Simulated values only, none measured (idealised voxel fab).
Herein follows the process module entitled voxel transistor to metal.
Shown is cross-section cut, with a width of 300 nm and square cells of size 5 nm.
Reading order for cross-sections: top band down to bottom band. Underlying form: a grid of square cells. Band size: one or more rows of cells.
Within each band entry, the heights of the top and of the bottom of the band appear first, in that order and in nm; the materials of the band then follow from left to right, each with its corresponding width in nm. The designation "edge to edge" on a single material indicates that it fills the band from edge to edge; the designation "empty" indicates empty space.
Where do heights start? At 0: under that level the wafer as delivered is made of one material only. And the lowest band has no floor; it just carries on downward, as in "0 -> down".
Width: "30->40" (first number = top row, second number = bottom row, same change from row to row of cells).
What does "no change" mean for a step? It means no cell of the cross-section changed in that step.
So "Unvented internal voids" is basically the list of trapped voids: any empty space of 8 cells or more that can't reach the top through an opening. They're written width x height at distance, the distance being from the left edge, and it's all nm.
Whatever follows a step's settings on its line is a remark the simulator itself makes about that step.
For masked steps, "overlay nm" on the step line gives how far right of plan the mask actually lay; a minus sign means it lay to the left.
Structure of the following material. The material consists of pairs of cross-sections. Each pair comprises the cross-section before one process step and the cross-section after that step, the latter shown only down to the lowest band that changed. The step between the cross-sections is specified beneath each pair, including its settings. Pairs are not necessarily consecutive: they may derive from different runs of this module performed on the same starting wafer. Continuity with the pair above is to be assumed only where the entry headed "Pre-process state" of the pair in question states it.

[Pre-process state]
	60 -> 45 = aC: 55 / empty: 15 / aC: 50 / empty: 15 / aC: 30 / empty: 15 / aC: 50 / empty: 15 / aC: 55
	45 -> 35 = SiO2 edge to edge
	35 -> 25 = SiO2: 75 / SiN: 5 / SiO2: 5 / SiCN: 20 / SiO2: 5 / SiN: 5 / SiO2: 70 / SiN: 5 / SiO2: 5 / SiCN: 20 / SiO2: 5 / SiN: 5 / SiO2: 75
	25 -> 5 = SiO2: 70 / SiN: 5 / SiO2: 5 / polySi: 25 / SiO2: 5 / SiN: 5 / SiO2: 65 / SiN: 5 / SiO2: 5 / polySi: 25 / SiO2: 5 / SiN: 5 / SiO2: 75
	5 -> -5 = SiO2: 50 / SiN: 5 / SiGe: 15 / SiN: 5 / SiO2: 5 / polySi: 25 / SiO2: 5 / SiN: 5 / SiGe: 15 / SiO2: 5 / SiN: 5 / SiO2: 20 / SiN: 5 / SiGe: 15 / SiN: 5 / SiO2: 5 / polySi: 25 / SiO2: 5 / SiN: 5 / SiGe: 15 / SiO2: 5 / SiN: 5 / SiO2: 50
	-5 -> -10 = SiO2: 55 / SiGe: 15 / SiO2: 45 / SiGe: 15 / SiO2: 35 / SiGe: 15 / SiO2: 45 / SiGe: 15 / SiO2: 60
	-10 -> -25 = SiO2: 55 / SiGe: 15 / Si: 45 / SiGe: 20 / SiO2: 30 / SiGe: 15 / Si: 45 / SiGe: 20 / SiO2: 55
	-25 -> -40 = SiO2: 55 / Si: 80 / SiO2: 30 / Si: 80 / SiO2: 55
	-40 -> down = Si edge to edge
	Unvented internal voids: none

[Resultant Cross-Section]
	60 -> 45 = aC: 55 / empty: 15 / aC: 50 / empty: 15 / aC: 30 / empty: 15 / aC: 50 / empty: 15 / aC: 55
	45 -> 35 = SiO2: 55 / empty: 15 / SiO2: 50 / empty: 15 / SiO2: 30 / empty: 15 / SiO2: 50 / empty: 15 / SiO2: 55
	35 -> 25 = SiO2: 55 / empty: 15 / SiO2: 5 / SiN: 5 / SiO2: 5 / SiCN: 20 / SiO2: 5 / SiN: 5 / SiO2: 5 / empty: 15 / SiO2: 30 / empty: 15 / SiO2: 5 / SiN: 5 / SiO2: 5 / SiCN: 20 / SiO2: 5 / SiN: 5 / SiO2: 5 / empty: 15 / SiO2: 55
	25 -> 5 = SiO2: 55 / empty: 15 / SiN: 5 / SiO2: 5 / polySi: 25 / SiO2: 5 / SiN: 5 / SiO2: 5 / empty: 15 / SiO2: 30 / empty: 15 / SiN: 5 / SiO2: 5 / polySi: 25 / SiO2: 5 / SiN: 5 / SiO2: 5 / empty: 15 / SiO2: 55
	5 -> -5 = SiO2: 50 / SiN: 5 / SiGe: 15 / SiN: 5 / SiO2: 5 / polySi: 25 / SiO2: 5 / SiN: 5 / SiGe: 15 / empty: 5 / SiN: 5 / SiO2: 20 / SiN: 5 / SiGe: 15 / SiN: 5 / SiO2: 5 / polySi: 25 / SiO2: 5 / SiN: 5 / SiGe: 15 / empty: 5 / SiN: 5 / SiO2: 50
	-5 -> -10 = SiO2: 55 / SiGe: 15 / SiO2: 45 / SiGe: 15 / empty: 5 / SiO2: 30 / SiGe: 15 / SiO2: 45 / SiGe: 15 / empty: 5 / SiO2: 55
	below -10: unchanged
	Unvented internal voids: none
Formally, the process step situated between the two cross-sections above is DIRECTIONAL_ETCH, etch materials SiO2, depth nm 55

Pre-process state: Please consult the pair immediately above; the cross-section it shows after its step is the state before this step.

[Resultant Cross-Section]
	45 -> 35 = SiO2: 55 / empty: 15 / SiO2: 50 / empty: 15 / SiO2: 30 / empty: 15 / SiO2: 50 / empty: 15 / SiO2: 55
	below 35: unchanged
	Unvented internal voids: none
Formally, the process step situated between the two cross-sections above is STRIP, etch materials aC

Pre-process state: Please consult the pair immediately above; the cross-section it shows after its step is the state before this step.

[Resultant Cross-Section]
	50 -> 45 = TiN: 60 / empty: 5 / TiN: 60 / empty: 5 / TiN: 40 / empty: 5 / TiN: 60 / empty: 5 / TiN: 60
	45 -> 35 = SiO2: 55 / TiN: 5 / empty: 5 / TiN: 5 / SiO2: 50 / TiN: 5 / empty: 5 / TiN: 5 / SiO2: 30 / TiN: 5 / empty: 5 / TiN: 5 / SiO2: 50 / TiN: 5 / empty: 5 / TiN: 5 / SiO2: 55
	35 -> 25 = SiO2: 55 / TiN: 5 / empty: 5 / TiN: 5 / SiO2: 5 / SiN: 5 / SiO2: 5 / SiCN: 20 / SiO2: 5 / SiN: 5 / SiO2: 5 / TiN: 5 / empty: 5 / TiN: 5 / SiO2: 30 / TiN: 5 / empty: 5 / TiN: 5 / SiO2: 5 / SiN: 5 / SiO2: 5 / SiCN: 20 / SiO2: 5 / SiN: 5 / SiO2: 5 / TiN: 5 / empty: 5 / TiN: 5 / SiO2: 55
	25 -> 10 = SiO2: 55 / TiN: 5 / empty: 5 / TiN: 5 / SiN: 5 / SiO2: 5 / polySi: 25 / SiO2: 5 / SiN: 5 / SiO2: 5 / TiN: 5 / empty: 5 / TiN: 5 / SiO2: 30 / TiN: 5 / empty: 5 / TiN: 5 / SiN: 5 / SiO2: 5 / polySi: 25 / SiO2: 5 / SiN: 5 / SiO2: 5 / TiN: 5 / empty: 5 / TiN: 5 / SiO2: 55
	10 -> 5 = SiO2: 55 / TiN: 15 / SiN: 5 / SiO2: 5 / polySi: 25 / SiO2: 5 / SiN: 5 / SiO2: 5 / TiN: 15 / SiO2: 30 / TiN: 15 / SiN: 5 / SiO2: 5 / polySi: 25 / SiO2: 5 / SiN: 5 / SiO2: 5 / TiN: 15 / SiO2: 55
	5 -> -5 = SiO2: 50 / SiN: 5 / SiGe: 15 / SiN: 5 / SiO2: 5 / polySi: 25 / SiO2: 5 / SiN: 5 / SiGe: 15 / TiN: 5 / SiN: 5 / SiO2: 20 / SiN: 5 / SiGe: 15 / SiN: 5 / SiO2: 5 / polySi: 25 / SiO2: 5 / SiN: 5 / SiGe: 15 / TiN: 5 / SiN: 5 / SiO2: 50
	-5 -> -10 = SiO2: 55 / SiGe: 15 / SiO2: 45 / SiGe: 15 / TiN: 5 / SiO2: 30 / SiGe: 15 / SiO2: 45 / SiGe: 15 / TiN: 5 / SiO2: 55
	below -10: unchanged
	Unvented internal voids: none
Formally, the process step situated between the two cross-sections above is CONFORMAL_DEP, material TiN, thk nm 5

Pre-process state: Please consult the pair immediately above; the cross-section it shows after its step is the state before this step.

[Resultant Cross-Section]
	55 -> 50 = W edge to edge
	50 -> 45 = TiN: 60 / W: 5 / TiN: 60 / W: 5 / TiN: 40 / W: 5 / TiN: 60 / W: 5 / TiN: 60
	45 -> 35 = SiO2: 55 / TiN: 5 / W: 5 / TiN: 5 / SiO2: 50 / TiN: 5 / W: 5 / TiN: 5 / SiO2: 30 / TiN: 5 / W: 5 / TiN: 5 / SiO2: 50 / TiN: 5 / W: 5 / TiN: 5 / SiO2: 55
	35 -> 25 = SiO2: 55 / TiN: 5 / W: 5 / TiN: 5 / SiO2: 5 / SiN: 5 / SiO2: 5 / SiCN: 20 / SiO2: 5 / SiN: 5 / SiO2: 5 / TiN: 5 / W: 5 / TiN: 5 / SiO2: 30 / TiN: 5 / W: 5 / TiN: 5 / SiO2: 5 / SiN: 5 / SiO2: 5 / SiCN: 20 / SiO2: 5 / SiN: 5 / SiO2: 5 / TiN: 5 / W: 5 / TiN: 5 / SiO2: 55
	25 -> 10 = SiO2: 55 / TiN: 5 / W: 5 / TiN: 5 / SiN: 5 / SiO2: 5 / polySi: 25 / SiO2: 5 / SiN: 5 / SiO2: 5 / TiN: 5 / W: 5 / TiN: 5 / SiO2: 30 / TiN: 5 / W: 5 / TiN: 5 / SiN: 5 / SiO2: 5 / polySi: 25 / SiO2: 5 / SiN: 5 / SiO2: 5 / TiN: 5 / W: 5 / TiN: 5 / SiO2: 55
	below 10: unchanged
	Unvented internal voids: none
Formally, the process step situated between the two cross-sections above is FILL_DEP, material W, thk nm 5

Pre-process state: Please consult the pair immediately above; the cross-section it shows after its step is the state before this step.

[Resultant Cross-Section]
	45 -> 35 = SiO2: 55 / TiN: 5 / W: 5 / TiN: 5 / SiO2: 50 / TiN: 5 / W: 5 / TiN: 5 / SiO2: 30 / TiN: 5 / W: 5 / TiN: 5 / SiO2: 50 / TiN: 5 / W: 5 / TiN: 5 / SiO2: 55
	below 35: unchanged
	Unvented internal voids: none
Formally, the process step situated between the two cross-sections above is CMP, height nm 45

Pre-process state: Please consult the pair immediately above; the cross-section it shows after its step is the state before this step.

[Resultant Cross-Section]
	50 -> 45 = TiN edge to edge
	below 45: unchanged
	Unvented internal voids: none
Formally, the process step situated between the two cross-sections above is DIRECTIONAL_DEP, material TiN, thk nm 5

Pre-process state: Please consult the pair immediately above; the cross-section it shows after its step is the state before this step.

[Resultant Cross-Section]
	70 -> 50 = Ru edge to edge
	below 50: unchanged
	Unvented internal voids: none
Formally, the process step situated between the two cross-sections above is DIRECTIONAL_DEP, material Ru, thk nm 20

Pre-process state: Please consult the pair immediately above; the cross-section it shows after its step is the state before this step.

[Resultant Cross-Section]
	85 -> 70 = empty: 55 / resist: 15 / empty: 50 / resist: 15 / empty: 30 / resist: 15 / empty: 50 / resist: 15 / empty: 55
	below 70: unchanged
	Unvented internal voids: none
Formally, the process step situated between the two cross-sections above is PATTERN, tone cover, mask id METAL_1, material resist, width nm 15, thk nm 15, overlay nm 0

Pre-process state: Please consult the pair immediately above; the cross-section it shows after its step is the state before this step.

[Resultant Cross-Section]
	85 -> 70 = empty: 55 / resist: 15 / empty: 50 / resist: 15 / empty: 30 / resist: 15 / empty: 50 / resist: 15 / empty: 55
	70 -> 50 = empty: 55 / Ru: 15 / empty: 50 / Ru: 15 / empty: 30 / Ru: 15 / empty: 50 / Ru: 15 / empty: 55
	below 50: unchanged
	Unvented internal voids: none
Formally, the process step situated between the two cross-sections above is DIRECTIONAL_ETCH, etch materials Ru, depth nm 20

Pre-process state: Please consult the pair immediately above; the cross-section it shows after its step is the state before this step.

[Resultant Cross-Section]
	85 -> 70 = empty: 55 / resist: 15 / empty: 50 / resist: 15 / empty: 30 / resist: 15 / empty: 50 / resist: 15 / empty: 55
	70 -> 50 = empty: 55 / Ru: 15 / empty: 50 / Ru: 15 / empty: 30 / Ru: 15 / empty: 50 / Ru: 15 / empty: 55
	50 -> 45 = empty: 55 / TiN: 15 / empty: 50 / TiN: 15 / empty: 30 / TiN: 15 / empty: 50 / TiN: 15 / empty: 55
	below 45: unchanged
	Unvented internal voids: none
Formally, the process step situated between the two cross-sections above is DIRECTIONAL_ETCH, etch materials TiN, depth nm 5

Pre-process state: Please consult the pair immediately above; the cross-section it shows after its step is the state before this step.

[Resultant Cross-Section]
	70 -> 50 = empty: 55 / Ru: 15 / empty: 50 / Ru: 15 / empty: 30 / Ru: 15 / empty: 50 / Ru: 15 / empty: 55
	below 50: unchanged
	Unvented internal voids: none
Formally, the process step situated between the two cross-sections above is STRIP, etch materials resist

Pre-process state: Please consult the pair immediately above; the cross-section it shows after its step is the state before this step.

[Resultant Cross-Section]
	75 -> 70 = empty: 50 / SiN: 25 / empty: 40 / SiN: 25 / empty: 20 / SiN: 25 / empty: 40 / SiN: 25 / empty: 50
	70 -> 50 = empty: 50 / SiN: 5 / Ru: 15 / SiN: 5 / empty: 40 / SiN: 5 / Ru: 15 / SiN: 5 / empty: 20 / SiN: 5 / Ru: 15 / SiN: 5 / empty: 40 / SiN: 5 / Ru: 15 / SiN: 5 / empty: 50
	50 -> 45 = SiN: 55 / TiN: 15 / SiN: 50 / TiN: 15 / SiN: 30 / TiN: 15 / SiN: 50 / TiN: 15 / SiN: 55
	below 45: unchanged
	Unvented internal voids: none
Formally, the process step situated between the two cross-sections above is CONFORMAL_DEP, material SiN, thk nm 5

Pre-process state: Please consult the pair immediately above; the cross-section it shows after its step is the state before this step.

[Resultant Cross-Section]
	85 -> 75 = SiO2 edge to edge
	75 -> 70 = SiO2: 50 / SiN: 25 / SiO2: 40 / SiN: 25 / SiO2: 20 / SiN: 25 / SiO2: 40 / SiN: 25 / SiO2: 50
	70 -> 50 = SiO2: 50 / SiN: 5 / Ru: 15 / SiN: 5 / SiO2: 40 / SiN: 5 / Ru: 15 / SiN: 5 / SiO2: 20 / SiN: 5 / Ru: 15 / SiN: 5 / SiO2: 40 / SiN: 5 / Ru: 15 / SiN: 5 / SiO2: 50
	below 50: unchanged
	Unvented internal voids: none
Formally, the process step situated between the two cross-sections above is FILL_DEP, material SiO2, thk nm 10

Pre-process state: Please consult the pair immediately above; the cross-section it shows after its step is the state before this step.

[Resultant Cross-Section]
	70 -> 50 = SiO2: 50 / SiN: 5 / Ru: 15 / SiN: 5 / SiO2: 40 / SiN: 5 / Ru: 15 / SiN: 5 / SiO2: 20 / SiN: 5 / Ru: 15 / SiN: 5 / SiO2: 40 / SiN: 5 / Ru: 15 / SiN: 5 / SiO2: 50
	below 50: unchanged
	Unvented internal voids: none
Formally, the process step situated between the two cross-sections above is CMP, height nm 70

Pre-process state: Please consult the pair immediately above; the cross-section it shows after its step is the state before this step.

[Resultant Cross-Section]
	75 -> 70 = SiCN edge to edge
	below 70: unchanged
	Unvented internal voids: none
Formally, the process step situated between the two cross-sections above is CONFORMAL_DEP, material SiCN, thk nm 5

[Pre-process state]
	50 -> 45 = TiN: 60 / empty: 5 / TiN: 60 / empty: 5 / TiN: 40 / empty: 5 / TiN: 60 / empty: 5 / TiN: 60
	45 -> 35 = SiO2: 55 / TiN: 5 / empty: 5 / TiN: 5 / SiO2: 50 / TiN: 5 / empty: 5 / TiN: 5 / SiO2: 30 / TiN: 5 / empty: 5 / TiN: 5 / SiO2: 50 / TiN: 5 / empty: 5 / TiN: 5 / SiO2: 55
	35 -> 25 = SiO2: 55 / TiN: 5 / empty: 5 / TiN: 5 / SiO2: 5 / SiN: 5 / SiO2: 5 / SiCN: 20 / SiO2: 5 / SiN: 5 / SiO2: 5 / TiN: 5 / empty: 5 / TiN: 5 / SiO2: 30 / TiN: 5 / empty: 5 / TiN: 5 / SiO2: 5 / SiN: 5 / SiO2: 5 / SiCN: 20 / SiO2: 5 / SiN: 5 / SiO2: 5 / TiN: 5 / empty: 5 / TiN: 5 / SiO2: 55
	25 -> 10 = SiO2: 55 / TiN: 5 / empty: 5 / TiN: 5 / SiO2: 5 / SiN: 5 / SiO2: 5 / polySi: 20 / SiO2: 5 / SiN: 5 / SiO2: 5 / TiN: 5 / empty: 5 / TiN: 5 / SiO2: 30 / TiN: 5 / empty: 5 / TiN: 5 / SiO2: 5 / SiN: 5 / SiO2: 5 / polySi: 20 / SiO2: 5 / SiN: 5 / SiO2: 5 / TiN: 5 / empty: 5 / TiN: 5 / SiO2: 55
	10 -> 5 = SiO2: 55 / TiN: 15 / SiO2: 5 / SiN: 5 / SiO2: 5 / polySi: 20 / SiO2: 5 / SiN: 5 / SiO2: 5 / TiN: 15 / SiO2: 30 / TiN: 15 / SiO2: 5 / SiN: 5 / SiO2: 5 / polySi: 20 / SiO2: 5 / SiN: 5 / SiO2: 5 / TiN: 15 / SiO2: 55
	5 -> -5 = SiO2: 50 / SiN: 5 / TiN: 5 / SiGe: 15 / SiN: 5 / SiO2: 5 / polySi: 20 / SiO2: 5 / SiN: 5 / SiGe: 15 / TiN: 5 / SiN: 5 / SiO2: 20 / SiN: 5 / TiN: 5 / SiGe: 15 / SiN: 5 / SiO2: 5 / polySi: 20 / SiO2: 5 / SiN: 5 / SiGe: 15 / TiN: 5 / SiN: 5 / SiO2: 50
	-5 -> -10 = SiO2: 55 / TiN: 5 / SiGe: 15 / SiO2: 40 / SiGe: 15 / TiN: 5 / SiO2: 30 / TiN: 5 / SiGe: 15 / SiO2: 40 / SiGe: 15 / TiN: 5 / SiO2: 55
	-10 -> -25 = SiO2: 55 / SiGe: 20 / Si: 40 / SiGe: 20 / SiO2: 30 / SiGe: 20 / Si: 40 / SiGe: 20 / SiO2: 55
	-25 -> -40 = SiO2: 55 / Si: 80 / SiO2: 30 / Si: 80 / SiO2: 55
	-40 -> down = Si edge to edge
	Unvented internal voids: none

[Resultant Cross-Section]
	55 -> 50 = SiN edge to edge
	50 -> 45 = TiN: 60 / SiN: 5 / TiN: 60 / SiN: 5 / TiN: 40 / SiN: 5 / TiN: 60 / SiN: 5 / TiN: 60
	45 -> 35 = SiO2: 55 / TiN: 5 / SiN: 5 / TiN: 5 / SiO2: 50 / TiN: 5 / SiN: 5 / TiN: 5 / SiO2: 30 / TiN: 5 / SiN: 5 / TiN: 5 / SiO2: 50 / TiN: 5 / SiN: 5 / TiN: 5 / SiO2: 55
	35 -> 25 = SiO2: 55 / TiN: 5 / SiN: 5 / TiN: 5 / SiO2: 5 / SiN: 5 / SiO2: 5 / SiCN: 20 / SiO2: 5 / SiN: 5 / SiO2: 5 / TiN: 5 / SiN: 5 / TiN: 5 / SiO2: 30 / TiN: 5 / SiN: 5 / TiN: 5 / SiO2: 5 / SiN: 5 / SiO2: 5 / SiCN: 20 / SiO2: 5 / SiN: 5 / SiO2: 5 / TiN: 5 / SiN: 5 / TiN: 5 / SiO2: 55
	25 -> 10 = SiO2: 55 / TiN: 5 / SiN: 5 / TiN: 5 / SiO2: 5 / SiN: 5 / SiO2: 5 / polySi: 20 / SiO2: 5 / SiN: 5 / SiO2: 5 / TiN: 5 / SiN: 5 / TiN: 5 / SiO2: 30 / TiN: 5 / SiN: 5 / TiN: 5 / SiO2: 5 / SiN: 5 / SiO2: 5 / polySi: 20 / SiO2: 5 / SiN: 5 / SiO2: 5 / TiN: 5 / SiN: 5 / TiN: 5 / SiO2: 55
	below 10: unchanged
	Unvented internal voids: none
Formally, the process step situated between the two cross-sections above is FILL_DEP, material SiN, thk nm 5

Pre-process state: Please consult the pair immediately above; the cross-section it shows after its step is the state before this step.

[Resultant Cross-Section]
	45 -> 35 = SiO2: 55 / TiN: 5 / SiN: 5 / TiN: 5 / SiO2: 50 / TiN: 5 / SiN: 5 / TiN: 5 / SiO2: 30 / TiN: 5 / SiN: 5 / TiN: 5 / SiO2: 50 / TiN: 5 / SiN: 5 / TiN: 5 / SiO2: 55
	below 35: unchanged
	Unvented internal voids: none
Formally, the process step situated between the two cross-sections above is CMP, height nm 45

Pre-process state: Please consult the pair immediately above; the cross-section it shows after its step is the state before this step.

[Resultant Cross-Section]
	50 -> 45 = TiN edge to edge
	below 45: unchanged
	Unvented internal voids: none
Formally, the process step situated between the two cross-sections above is DIRECTIONAL_DEP, material TiN, thk nm 5

Pre-process state: Please consult the pair immediately above; the cross-section it shows after its step is the state before this step.

[Resultant Cross-Section]
	70 -> 50 = Ru edge to edge
	below 50: unchanged
	Unvented internal voids: none
Formally, the process step situated between the two cross-sections above is DIRECTIONAL_DEP, material Ru, thk nm 20

Pre-process state: Please consult the pair immediately above; the cross-section it shows after its step is the state before this step.

[Resultant Cross-Section]
	85 -> 70 = empty: 55 / resist: 15 / empty: 50 / resist: 15 / empty: 30 / resist: 15 / empty: 50 / resist: 15 / empty: 55
	below 70: unchanged
	Unvented internal voids: none
Formally, the process step situated between the two cross-sections above is PATTERN, tone cover, mask id METAL_1, material resist, width nm 15, thk nm 15, overlay nm 0

Pre-process state: Please consult the pair immediately above; the cross-section it shows after its step is the state before this step.

[Resultant Cross-Section]
	85 -> 70 = empty: 55 / resist: 15 / empty: 50 / resist: 15 / empty: 30 / resist: 15 / empty: 50 / resist: 15 / empty: 55
	70 -> 50 = empty: 55 / Ru: 15 / empty: 50 / Ru: 15 / empty: 30 / Ru: 15 / empty: 50 / Ru: 15 / empty: 55
	below 50: unchanged
	Unvented internal voids: none
Formally, the process step situated between the two cross-sections above is DIRECTIONAL_ETCH, etch materials Ru, depth nm 20

Pre-process state: Please consult the pair immediately above; the cross-section it shows after its step is the state before this step.

[Resultant Cross-Section]
	85 -> 70 = empty: 55 / resist: 15 / empty: 50 / resist: 15 / empty: 30 / resist: 15 / empty: 50 / resist: 15 / empty: 55
	70 -> 50 = empty: 55 / Ru: 15 / empty: 50 / Ru: 15 / empty: 30 / Ru: 15 / empty: 50 / Ru: 15 / empty: 55
	50 -> 45 = empty: 55 / TiN: 15 / empty: 50 / TiN: 15 / empty: 30 / TiN: 15 / empty: 50 / TiN: 15 / empty: 55
	below 45: unchanged
	Unvented internal voids: none
Formally, the process step situated between the two cross-sections above is DIRECTIONAL_ETCH, etch materials TiN, depth nm 5

Pre-process state: Please consult the pair immediately above; the cross-section it shows after its step is the state before this step.

[Resultant Cross-Section]
	70 -> 50 = empty: 55 / Ru: 15 / empty: 50 / Ru: 15 / empty: 30 / Ru: 15 / empty: 50 / Ru: 15 / empty: 55
	below 50: unchanged
	Unvented internal voids: none
Formally, the process step situated between the two cross-sections above is STRIP, etch materials resist

Pre-process state: Please consult the pair immediately above; the cross-section it shows after its step is the state before this step.

[Resultant Cross-Section]
	75 -> 70 = empty: 50 / SiN: 25 / empty: 40 / SiN: 25 / empty: 20 / SiN: 25 / empty: 40 / SiN: 25 / empty: 50
	70 -> 50 = empty: 50 / SiN: 5 / Ru: 15 / SiN: 5 / empty: 40 / SiN: 5 / Ru: 15 / SiN: 5 / empty: 20 / SiN: 5 / Ru: 15 / SiN: 5 / empty: 40 / SiN: 5 / Ru: 15 / SiN: 5 / empty: 50
	50 -> 45 = SiN: 55 / TiN: 15 / SiN: 50 / TiN: 15 / SiN: 30 / TiN: 15 / SiN: 50 / TiN: 15 / SiN: 55
	below 45: unchanged
	Unvented internal voids: none
Formally, the process step situated between the two cross-sections above is CONFORMAL_DEP, material SiN, thk nm 5

Pre-process state: Please consult the pair immediately above; the cross-section it shows after its step is the state before this step.

[Resultant Cross-Section]
	85 -> 75 = SiO2 edge to edge
	75 -> 70 = SiO2: 50 / SiN: 25 / SiO2: 40 / SiN: 25 / SiO2: 20 / SiN: 25 / SiO2: 40 / SiN: 25 / SiO2: 50
	70 -> 50 = SiO2: 50 / SiN: 5 / Ru: 15 / SiN: 5 / SiO2: 40 / SiN: 5 / Ru: 15 / SiN: 5 / SiO2: 20 / SiN: 5 / Ru: 15 / SiN: 5 / SiO2: 40 / SiN: 5 / Ru: 15 / SiN: 5 / SiO2: 50
	below 50: unchanged
	Unvented internal voids: none
Formally, the process step situated between the two cross-sections above is FILL_DEP, material SiO2, thk nm 10

Pre-process state: Please consult the pair immediately above; the cross-section it shows after its step is the state before this step.

[Resultant Cross-Section]
	70 -> 50 = SiO2: 50 / SiN: 5 / Ru: 15 / SiN: 5 / SiO2: 40 / SiN: 5 / Ru: 15 / SiN: 5 / SiO2: 20 / SiN: 5 / Ru: 15 / SiN: 5 / SiO2: 40 / SiN: 5 / Ru: 15 / SiN: 5 / SiO2: 50
	below 50: unchanged
	Unvented internal voids: none
Formally, the process step situated between the two cross-sections above is CMP, height nm 70

Pre-process state: Please consult the pair immediately above; the cross-section it shows after its step is the state before this step.

[Resultant Cross-Section]
	75 -> 70 = SiCN edge to edge
	below 70: unchanged
	Unvented internal voids: none
Formally, the process step situated between the two cross-sections above is CONFORMAL_DEP, material SiCN, thk nm 5

[Pre-process state]
	60 -> 45 = aC edge to edge
	45 -> 35 = SiO2 edge to edge
	35 -> 25 = SiO2: 75 / SiN: 5 / SiO2: 5 / SiCN: 20 / SiO2: 5 / SiN: 5 / SiO2: 70 / SiN: 5 / SiO2: 5 / SiCN: 20 / SiO2: 5 / SiN: 5 / SiO2: 75
	25 -> 5 = SiO2: 75 / SiN: 5 / SiO2: 5 / polySi: 20 / SiO2: 5 / SiN: 5 / SiO2: 70 / SiN: 5 / SiO2: 5 / polySi: 20 / SiO2: 5 / SiN: 5 / SiO2: 75
	5 -> -5 = SiO2: 50 / SiN: 5 / SiO2: 5 / SiGe: 15 / SiN: 5 / SiO2: 5 / polySi: 20 / SiO2: 5 / SiN: 5 / SiGe: 15 / SiO2: 5 / SiN: 5 / SiO2: 20 / SiN: 5 / SiO2: 5 / SiGe: 15 / SiN: 5 / SiO2: 5 / polySi: 20 / SiO2: 5 / SiN: 5 / SiGe: 15 / SiO2: 5 / SiN: 5 / SiO2: 50
	-5 -> -10 = SiO2: 60 / SiGe: 15 / SiO2: 40 / SiGe: 15 / SiO2: 40 / SiGe: 15 / SiO2: 40 / SiGe: 15 / SiO2: 60
	-10 -> -25 = SiO2: 55 / SiGe: 20 / Si: 40 / SiGe: 20 / SiO2: 30 / SiGe: 20 / Si: 40 / SiGe: 20 / SiO2: 55
	-25 -> -40 = SiO2: 55 / Si: 80 / SiO2: 30 / Si: 80 / SiO2: 55
	-40 -> down = Si edge to edge
	Unvented internal voids: none

[Resultant Cross-Section]
	95 -> 60 = empty: 55 / resist: 15 / empty: 50 / resist: 15 / empty: 30 / resist: 15 / empty: 50 / resist: 15 / empty: 55
	below 60: unchanged
	Unvented internal voids: none
Formally, the process step situated between the two cross-sections above is PATTERN, tone cover, mask id CONTACT, material resist, width nm 15, thk nm 35, overlay nm 0

Pre-process state: Please consult the pair immediately above; the cross-section it shows after its step is the state before this step.

[Resultant Cross-Section]
	80 -> 60 = empty: 55 / resist: 15 / empty: 50 / resist: 15 / empty: 30 / resist: 15 / empty: 50 / resist: 15 / empty: 55
	60 -> 45 = empty: 55 / aC: 15 / empty: 50 / aC: 15 / empty: 30 / aC: 15 / empty: 50 / aC: 15 / empty: 55
	below 45: unchanged
	Unvented internal voids: none
Formally, the process step situated between the two cross-sections above is DIRECTIONAL_ETCH, etch materials aC, depth nm 15

Pre-process state: Please consult the pair immediately above; the cross-section it shows after its step is the state before this step.

[Resultant Cross-Section]
	60 -> 45 = empty: 55 / aC: 15 / empty: 50 / aC: 15 / empty: 30 / aC: 15 / empty: 50 / aC: 15 / empty: 55
	below 45: unchanged
	Unvented internal voids: none
Formally, the process step situated between the two cross-sections above is STRIP, etch materials resist

Pre-process state: Please consult the pair immediately above; the cross-section it shows after its step is the state before this step.

[Resultant Cross-Section]
	60 -> 45 = empty: 55 / aC: 15 / empty: 50 / aC: 15 / empty: 30 / aC: 15 / empty: 50 / aC: 15 / empty: 55
	45 -> 35 = empty: 55 / SiO2: 15 / empty: 50 / SiO2: 15 / empty: 30 / SiO2: 15 / empty: 50 / SiO2: 15 / empty: 55
	35 -> 25 = empty: 55 / SiO2: 15 / empty: 5 / SiN: 5 / empty: 5 / SiCN: 20 / empty: 5 / SiN: 5 / empty: 5 / SiO2: 15 / empty: 30 / SiO2: 15 / empty: 5 / SiN: 5 / empty: 5 / SiCN: 20 / empty: 5 / SiN: 5 / empty: 5 / SiO2: 15 / empty: 55
	25 -> 5 = empty: 55 / SiO2: 15 / empty: 5 / SiN: 5 / empty: 5 / polySi: 20 / empty: 5 / SiN: 5 / empty: 5 / SiO2: 15 / empty: 30 / SiO2: 15 / empty: 5 / SiN: 5 / empty: 5 / polySi: 20 / empty: 5 / SiN: 5 / empty: 5 / SiO2: 15 / empty: 55
	5 -> -5 = empty: 50 / SiN: 5 / SiO2: 5 / SiGe: 15 / SiN: 5 / empty: 5 / polySi: 20 / empty: 5 / SiN: 5 / SiGe: 15 / SiO2: 5 / SiN: 5 / empty: 20 / SiN: 5 / SiO2: 5 / SiGe: 15 / SiN: 5 / empty: 5 / polySi: 20 / empty: 5 / SiN: 5 / SiGe: 15 / SiO2: 5 / SiN: 5 / empty: 50
	-5 -> -10 = empty: 50 / SiO2: 10 / SiGe: 15 / SiO2: 5 / empty: 5 / SiO2: 20 / empty: 5 / SiO2: 5 / SiGe: 15 / SiO2: 10 / empty: 20 / SiO2: 10 / SiGe: 15 / SiO2: 5 / empty: 5 / SiO2: 20 / empty: 5 / SiO2: 5 / SiGe: 15 / SiO2: 10 / empty: 50
	below -10: unchanged
	Unvented internal voids: none
Formally, the process step situated between the two cross-sections above is DIRECTIONAL_ETCH, etch materials SiO2, depth nm 55

Pre-process state: Please consult the pair immediately above; the cross-section it shows after its step is the state before this step.

[Resultant Cross-Section]
	45 -> 35 = empty: 55 / SiO2: 15 / empty: 50 / SiO2: 15 / empty: 30 / SiO2: 15 / empty: 50 / SiO2: 15 / empty: 55
	below 35: unchanged
	Unvented internal voids: none
Formally, the process step situated between the two cross-sections above is STRIP, etch materials aC
